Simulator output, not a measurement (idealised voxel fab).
Process module, titled voxel capacitor over wiring
The figure presents cross-section cut, which has a width of 225 nm and is divided into square cells with an edge length of 5 nm.
Format of a cross-section: grid, square cells. Given as bands. Order: top down. Band: one or more rows of cells.
The entry gives the band's vertical extent as a top height and a bottom height in nm, then its horizontal make-up as materials from left to right, each with a width in nm. "air" stands for empty space; a single material marked "all across" fills the band edge to edge.
All heights in this document are referenced to 0, defined as the level beneath which the wafer, as received, consists entirely of one material. The lowest band is not bounded below; it extends indefinitely downward and is written in the form "0 nm and below".
Graded width ("30->40"): value in top row of band = first number; value in bottom row = second number; row-to-row change constant.
You'll sometimes find "nothing different" written for a step, and that's the way of saying that nowhere in the cross-section did a cell change during that step.
You'll see "Unvented cavities" listing empty spaces that have no way open to the top, as long as they're 8 cells or more; the notation is width x height at distance, where the distance is from the left edge, and all of it is in nm.
The remark found on a step's line after its settings is issued by the simulator itself and pertains to that step.
overlay nm: how far to the right of its planned place the mask lay on this masked step (negative: to the left).

## The process steps that were planned are listed below
1. RECEIVE, material Si
2. CONFORMAL_DEP, material SiO2, thk nm 15
3. DIRECTIONAL_DEP, material TiN, thk nm 5
4. DIRECTIONAL_DEP, material W, thk nm 25
5. MASKED_ETCH, tone cover, mask id METAL_1, width nm 30, pitch nm 95, etch materials W, depth nm 25, overlay nm 0
6. MASKED_ETCH, tone cover, mask id METAL_1, width nm 30, pitch nm 95, etch materials TiN, depth nm 5, overlay nm 0
7. CONFORMAL_DEP, material SiN, thk nm 5
8. FILL_DEP, material SiO2, thk nm 10
9. CMP, height nm 45
10. CONFORMAL_DEP, material SiCN, thk nm 5
11. DIRECTIONAL_DEP, material lowk, thk nm 20
12. DIRECTIONAL_DEP, material aC, thk nm 15
13. PATTERN, tone open, mask id PLUG_1, material resist, width nm 15, thk nm 30, overlay nm 0
14. DIRECTIONAL_ETCH, etch materials aC, depth nm 15
15. STRIP, etch materials resist
16. DIRECTIONAL_ETCH, etch materials lowk, depth nm 20
17. DIRECTIONAL_ETCH, etch materials SiCN, depth nm 5
18. STRIP, etch materials aC
19. EPI, material Ru, thk nm 10
20. EPI, material Ru, thk nm 10
21. EPI, material Ru, thk nm 5
22. DIRECTIONAL_DEP, material TiN, thk nm 10
23. DIRECTIONAL_DEP, material SiN, thk nm 5
24. DIRECTIONAL_DEP, material TiN, thk nm 10
25. DIRECTIONAL_DEP, material aC, thk nm 15
26. PATTERN, tone cover, mask id UPPER_PLATE, material resist, width nm 70, thk nm 35, overlay nm 0
27. DIRECTIONAL_ETCH, etch materials aC, depth nm 15
28. STRIP, etch materials resist
29. DIRECTIONAL_ETCH, etch materials TiN, depth nm 10
30. DIRECTIONAL_ETCH, etch materials SiN, depth nm 5
31. STRIP, etch materials aC
32. DIRECTIONAL_DEP, material aC, thk nm 10
33. PATTERN, tone cover, mask id LOWER_PLATE, material resist, width nm 80, thk nm 25, overlay nm 0
34. DIRECTIONAL_ETCH, etch materials aC, depth nm 10
35. STRIP, etch materials resist
36. DIRECTIONAL_ETCH, etch materials TiN, depth nm 10
37. STRIP, etch materials aC
38. FILL_DEP, material SiO2, thk nm 20
39. CMP, height nm 110
40. DIRECTIONAL_DEP, material aC, thk nm 15
41. PATTERN, tone open, mask id PLUG_2, material resist, width nm 15, thk nm 35, overlay nm 0
42. DIRECTIONAL_ETCH, etch materials aC, depth nm 15
43. STRIP, etch materials resist
44. DIRECTIONAL_ETCH, etch materials SiO2, depth nm 15
45. STRIP, etch materials aC
46. CONFORMAL_DEP, material TiN, thk nm 5
47. FILL_DEP, material Ru, thk nm 10
48. CMP, height nm 110
49. CONFORMAL_DEP, material SiCN, thk nm 5

## Cross-section, incoming material, after step 1
> 0 nm and below | Si all across
> Unvented cavities: none

## The plan above was carried out on the starting structure above with one mistake, and this cross-section shows the wafer at the end of the module
> 115 nm to 110 nm | SiCN all across
> 110 nm to 100 nm | 75 SiO2  5 TiN  5 Ru  5 TiN  135 SiO2
> 100 nm to 95 nm | 75 SiO2  15 TiN  135 SiO2
> 95 nm to 85 nm | 65 SiO2  70 TiN  90 SiO2
> 85 nm to 80 nm | 65 SiO2  70 SiN  90 SiO2
> 80 nm to 70 nm | 60 SiO2  80 TiN  85 SiO2
> 70 nm to 50 nm | 65 lowk  15 Ru  145 lowk
> 50 nm to 45 nm | 65 SiCN  15 Ru  145 SiCN
> 45 nm to 25 nm | 45 SiO2  5 SiN  30 W  5 SiN  55 SiO2  5 SiN  30 W  5 SiN  45 SiO2
> 25 nm to 20 nm | 50 SiN  30 W  65 SiN  30 W  50 SiN
> 20 nm to 5 nm | SiO2 all across
> 5 nm to 0 nm | TiN all across
> 0 nm and below | Si all across
> Unvented cavities: none
Deviation noted in wafer processing: steps 2 and 3 were swapped
